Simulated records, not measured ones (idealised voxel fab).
The process module that follows is named voxel self aligned contacts.
Section cut is 285 nm wide and gridded with 5 nm square cells.
When this document writes out a cross-section, it uses a grid of square cells and lists it as bands, beginning at the top and moving down, with a band standing for one or more rows of cells. This entry defines a band. It first specifies the height of the band's top and the height of its bottom in nm, and then specifies the band's materials from left to right, stating each material with its width in nm. The word "everywhere" identifies a single material that fills the band from edge to edge, while the word "empty" identifies empty space. We count height from 0. Below that, the starting wafer is all one material. The lowest band never ends at the bottom but goes on down; see "0..down" for how that is written. Note: "30->40" means the width goes from the first number (top row of the band) to the second number (bottom row) in equal steps per row of cells. Where a step carries "identical to before", the cross-section came out of it unchanged, cell for cell. For the entry "Enclosed cavities", the listed items are empty spaces with no open way to the top whose size is 8 cells or more; each item follows the pattern width x height at distance, where distance is from the left edge and all three are in nm. It should be noted that, on the line of a given step, the content following the step's settings is a remark produced by the simulator itself with respect to that step. On any step carrying a mask, the "overlay nm" setting, if present on the step's line, tells how far right of its planned place the mask lay; negative values point to the left.
Set out below are the planned steps of the process:
| 1 | op RECEIVE | material Si |
| 2 | op OXIDIZE | depth nm 5 |
| 3 | op DIRECTIONAL_DEP | material polySi | thk nm 30 |
| 4 | op DIRECTIONAL_DEP | material SiN | thk nm 20 |
| 5 | op MASKED_ETCH | tone cover | mask id GATE | width nm 25 | pitch nm 60 | etch materials SiN | depth nm 20 | overlay nm 0 |
| 6 | op MASKED_ETCH | tone cover | mask id GATE | width nm 25 | pitch nm 60 | etch materials polySi | depth nm 30 | overlay nm 0 |
| 7 | op CONFORMAL_DEP | material SiN | thk nm 5 |
| 8 | op DIRECTIONAL_ETCH | etch materials SiN | depth nm 5 |
| 9 | op FILL_DEP | material SiO2 | thk nm 15 |
| 10 | op CMP | height nm 60 |
| 11 | op DIRECTIONAL_DEP | material aC | thk nm 10 |
| 12 | op PATTERN | tone open | mask id CONTACT | material resist | width nm 45 | thk nm 30 | overlay nm 0 |
| 13 | op DIRECTIONAL_ETCH | etch materials aC | depth nm 10 |
| 14 | op STRIP | etch materials resist |
| 15 | op DIRECTIONAL_ETCH | etch materials SiO2 | depth nm 65 |
| 16 | op STRIP | etch materials aC |
| 17 | op CONFORMAL_DEP | material TiN | thk nm 5 |
| 18 | op FILL_DEP | material W | thk nm 10 |
| 19 | op CMP | height nm 60 |
| 20 | op CONFORMAL_DEP | material SiCN | thk nm 5 |
Received-state cross-section, reflecting completion of step 1:
0..down = Si everywhere
Enclosed cavities: none
first wafer at the end, as planned:
65..60 = SiCN everywhere
60..50 = 120 of SiO2, 5->15 of TiN, 35->15 of W, 5->15 of TiN, 120 of SiO2
50..30 = 95 of SiO2, 35 of SiN, 5 of TiN, 15 of W, 5 of TiN, 35 of SiN, 95 of SiO2
30..0 = 95 of SiO2, 5 of SiN, 25 of polySi, 5 of SiN, 5 of TiN, 15 of W, 5 of TiN, 5 of SiN, 25 of polySi, 5 of SiN, 95 of SiO2
0..-5 = 130 of SiO2, 25 of TiN, 130 of SiO2
-5..down = Si everywhere
Enclosed cavities: none
Wafer two, end of module, cross-section. Same start, same plan as wafer one. One mistake in the run:
65..60 = SiCN everywhere
60..50 = 120 of SiO2, 5->15 of TiN, 35->15 of W, 5->15 of TiN, 120 of SiO2
50..30 = 95 of SiO2, 35 of SiN, 5 of TiN, 15 of W, 5 of TiN, 35 of SiN, 95 of SiO2
30..15 = 95 of SiO2, 5 of SiN, 25 of polySi, 5 of SiN, 5 of TiN, 15 of W, 5 of TiN, 5 of SiN, 25 of polySi, 5 of SiN, 95 of SiO2
15..10 = 95 of SiO2, 5 of SiN, 25 of polySi, 5 of SiN, 25 of TiN, 5 of SiN, 25 of polySi, 5 of SiN, 95 of SiO2
10..0 = polySi everywhere
0..-5 = SiO2 everywhere
-5..down = Si everywhere
Enclosed cavities: none
Nonconformance to the process plan: in deviation from the planned setting, step 6 was conducted as op MASKED_ETCH | tone cover | mask id GATE | width nm 25 | pitch nm 60 | etch materials polySi | depth nm 20 | overlay nm 0
at the end the second wafer has, in cells: 8 fewer of SiN, 71 fewer of SiO2, 6 fewer of TiN, 9 fewer of W, 94 more of polySi
